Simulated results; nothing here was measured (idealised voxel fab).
The following is a process module called voxel released beams.
In the cross-section labelled cut, the width is 175 nm and each square cell is 5 nm.
This document writes a cross-section as a grid whose cells are square, and gives it as bands, listed from the top down; one or more rows of cells form a band.
Within each band entry, the heights of the top and of the bottom of the band appear first, in that order and in nm; the materials of the band then follow from left to right, each with its corresponding width in nm. The designation "throughout" on a single material indicates that it fills the band from edge to edge; the designation "air" indicates empty space.
The level at which height equals 0 is the one under which the wafer, as it arrives, is entirely one material. No lower edge exists for the bottom band, which continues downward and is notated as in "0 and below".
With a width like "30->40", each row of cells in the band differs from the next by the same amount, the top row carrying the first number and the bottom row the second.
"nothing different" -> step changed no cross-section cell.
Empty spaces counting at least 8 cells and having no open way to the top are listed in "Enclosed internal voids". The notation width x height at distance is used for each, the distance being from the left edge and all three values in nm.
On a step's line, text after the settings is the simulator commenting on that step.
If you see "overlay nm" on a step's line and that step has a mask, it's telling you how far right of where it was planned the mask ended up; a negative number means it went left instead.
[These are the steps we planned for the process]
1: op RECEIVE | material Si
2: op CONFORMAL_DEP | material SiN | thk nm 5
3: op DIRECTIONAL_DEP | material SiO2 | thk nm 15
4: op PATTERN | tone open | mask id ANCHOR | material resist | width nm 35 | thk nm 15 | overlay nm 0
5: op DIRECTIONAL_ETCH | etch materials SiO2 | depth nm 15
6: op STRIP | etch materials resist
7: op CONFORMAL_DEP | material W | thk nm 15
8: op DIRECTIONAL_DEP | material aC | thk nm 10
9: op PATTERN | tone cover | mask id BEAM | material resist | width nm 120 | thk nm 25 | overlay nm 0
10: op DIRECTIONAL_ETCH | etch materials aC | depth nm 10
11: op STRIP | etch materials resist
12: op DIRECTIONAL_ETCH | etch materials W | depth nm 15
13: op STRIP | etch materials aC
14: op STRIP | etch materials SiO2
[Cross-section of the wafer upon arrival, representing the state reached after step 1]
	0 and below | Si throughout
	Enclosed internal voids: none
[Sectioned view, first of two wafers, at the close of the module, processed as intended in the plan]
	35 down to 20 | 25 air / 20 W / 5 air / 95 W / 30 air
	20 down to 5 | 30 air / 35 W / 110 air
	5 down to 0 | SiN throughout
	0 and below | Si throughout
	Enclosed internal voids: none
[This is the second of the two wafers, cross-sectioned at the end of the module; it started exactly like the first and was given the same plan, but it was run with one mistake]
	35 down to 20 | 25 air / 20 W / 5 air / 100 W / 25 air
	20 down to 5 | 30 air / 35 W / 110 air
	5 down to 0 | SiN throughout
	0 and below | Si throughout
	Enclosed internal voids: none
What was done differently from what was planned? rather than as planned, step 9 actually ran as op PATTERN | tone cover | mask id BEAM | material resist | width nm 125 | thk nm 25 | overlay nm 0
The second wafer ends with more or fewer cells of some materials than the first, per final count: 3 more of W
